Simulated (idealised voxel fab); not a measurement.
process module | voxel quadruple lines
cross-section cut | 245 nm wide | cells 5 nm
A cross-section is a grid of square cells, given in bands from the top down. A band is one or more rows of cells.
Each band's line starts with the height of the band's top and of its bottom, in nm. Then come its materials from left to right, each with its width in nm. One material with "throughout" fills the band from edge to edge. "air" is empty space.
Height 0 is the level under which the wafer as received is all one material. The lowest band goes on downwards, as in "0 down".
A width such as "30 to 40" changes by the same amount from each row of cells to the next, from the band's top row to its bottom row.
"no change" after a step means that no cell of the cross-section changed.
closed voids: empty space of 8 cells or more with no open way to the top, each as width x height at its distance from the left edge, in nm
after a step's settings: what the simulator itself notes on the step
overlay nm, on a step with a mask: how far to the right of its planned place the mask lay; to the left if negative
plan
1 op RECEIVE | material Si
2 op CONFORMAL_DEP | material Al2O3 | thk nm 5
3 op DIRECTIONAL_DEP | material TiN | thk nm 10
4 op DIRECTIONAL_DEP | material polySi | thk nm 20
5 op DIRECTIONAL_DEP | material aC | thk nm 25
6 op PATTERN | tone cover | mask id MANDREL | material resist | width nm 35 | pitch nm 100 | thk nm 30 | overlay nm 0
7 op DIRECTIONAL_ETCH | etch materials aC | depth nm 25
8 op STRIP | etch materials resist
9 op CONFORMAL_DEP | material SiO2 | thk nm 15
10 op DIRECTIONAL_ETCH | etch materials SiO2 | depth nm 15
11 op STRIP | etch materials aC
12 op DIRECTIONAL_ETCH | etch materials polySi | depth nm 20
13 op STRIP | etch materials SiO2
14 op CONFORMAL_DEP | material SiCN | thk nm 10
15 op DIRECTIONAL_ETCH | etch materials SiCN | depth nm 10
16 op STRIP | etch materials polySi
17 op DIRECTIONAL_ETCH | etch materials TiN | depth nm 10
18 op STRIP | etch materials SiCN
as received, after step 1
  0 down: Si throughout
  closed voids: none
a wafer at the end: this start, this plan, one mistake
  25 to 15: air 30 | TiN 10 | air 15 | TiN 10 | air 15 | TiN 10 | air 15 | TiN 10 | air 15 | TiN 10 | air 15 | TiN 10 | air 15 | TiN 10 | air 15 | TiN 10 | air 30
  15 to 0: Al2O3 throughout
  0 down: Si throughout
  closed voids: none
what went wrong: step 2 ran as: op CONFORMAL_DEP | material Al2O3 | thk nm 15
